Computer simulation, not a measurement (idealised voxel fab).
Process module heading - voxel air gaps
Square cell edge 5 nm, section width 260 nm, ID cut.
A cross-section is written here as square cells arranged in a grid, and it is given in bands from the top down, each band taking up one or more rows of cells. Band: top and bottom heights (nm) first, top before bottom; then materials from left to right, widths in nm. "all across" marks a sole material filling the band edge to edge. "empty" denotes empty space. A quick word on heights: they are counted from 0, and under that level the wafer as it came to us is one material throughout. The lowest band is different from the rest in having no bottom; it simply continues downward, written as in "from 0 down". A width given as "30->40" starts at the first number in the band's top row and ends at the second number in its bottom row, shifting by an equal amount at every step from row to row. Where the words "nothing different" appear for a step, the cross-section shows no cell changed by that step; every cell remained as before. Entry "Fully closed voids". Content: empty spaces with no open connection to the top, size 8 cells or greater. Each: width x height at distance. Distance: from left edge. Unit: nm. On each step's line, the part that comes after the settings is the simulator's own comment on the step. A step's line can hold "overlay nm"; with a mask on that step, the setting says how far right of the planned place the mask lay, while a negative setting says it lay to the left.
# Process steps - plan
1) RECEIVE, material Si
2) CONFORMAL_DEP, material SiO2, thk nm 10
3) CONFORMAL_DEP, material SiCN, thk nm 5
4) DIRECTIONAL_DEP, material lowk, thk nm 40
5) DIRECTIONAL_DEP, material aC, thk nm 15
6) PATTERN, tone open, mask id LINES, material resist, width nm 25, pitch nm 50, thk nm 35, overlay nm 0
7) DIRECTIONAL_ETCH, etch materials aC, depth nm 15
8) STRIP, etch materials resist
9) DIRECTIONAL_ETCH, etch materials lowk, depth nm 40
10) STRIP, etch materials aC
11) CONFORMAL_DEP, material TiN, thk nm 5
12) FILL_DEP, material W, thk nm 5
13) CMP, height nm 55
14) EPI, material Ru, thk nm 10
15) SELECTIVE_ETCH, etch materials lowk, depth nm 50
16) CONFORMAL_DEP, material SiCN, thk nm 5
# This is the cross-section of the wafer as we received it, i.e. after step 1
> from 0 down  Si all across
> Fully closed voids: none
# Module complete, cross-section. Starting point and plan per above. One mistake made in running the module
> from 70 to 65  empty: 25 / SiCN: 205 / empty: 30
> from 65 to 55  empty: 25 / SiCN: 5 / Ru: 45 / SiCN: 5 / Ru: 45 / SiCN: 5 / Ru: 45 / SiCN: 5 / Ru: 45 / SiCN: 5 / empty: 30
> from 55 to 50  empty: 25 / SiCN: 15 / TiN: 5 / W: 15 / TiN: 5 / SiCN: 25 / TiN: 5 / W: 15 / TiN: 5 / SiCN: 25 / TiN: 5 / W: 15 / TiN: 5 / SiCN: 25 / TiN: 5 / W: 15 / TiN: 5 / SiCN: 15 / empty: 30
> from 50 to 25  empty: 35 / SiCN: 5 / TiN: 5 / W: 15 / TiN: 5 / SiCN: 5 / empty: 15 / SiCN: 5 / TiN: 5 / W: 15 / TiN: 5 / SiCN: 5 / empty: 15 / SiCN: 5 / TiN: 5 / W: 15 / TiN: 5 / SiCN: 5 / empty: 15 / SiCN: 5 / TiN: 5 / W: 15 / TiN: 5 / SiCN: 5 / empty: 40
> from 25 to 20  SiCN: 40 / TiN: 25 / SiCN: 25 / TiN: 25 / SiCN: 25 / TiN: 25 / SiCN: 25 / TiN: 25 / SiCN: 45
> from 20 to 15  SiCN all across
> from 15 to 0  SiO2 all across
> from 0 down  Si all across
> Fully closed voids: 15 x 25 at 70; 15 x 25 at 120; 15 x 25 at 170
Against the plan, the run slipped here: step 2 did not happen as planned, as run it was CONFORMAL_DEP, material SiO2, thk nm 15
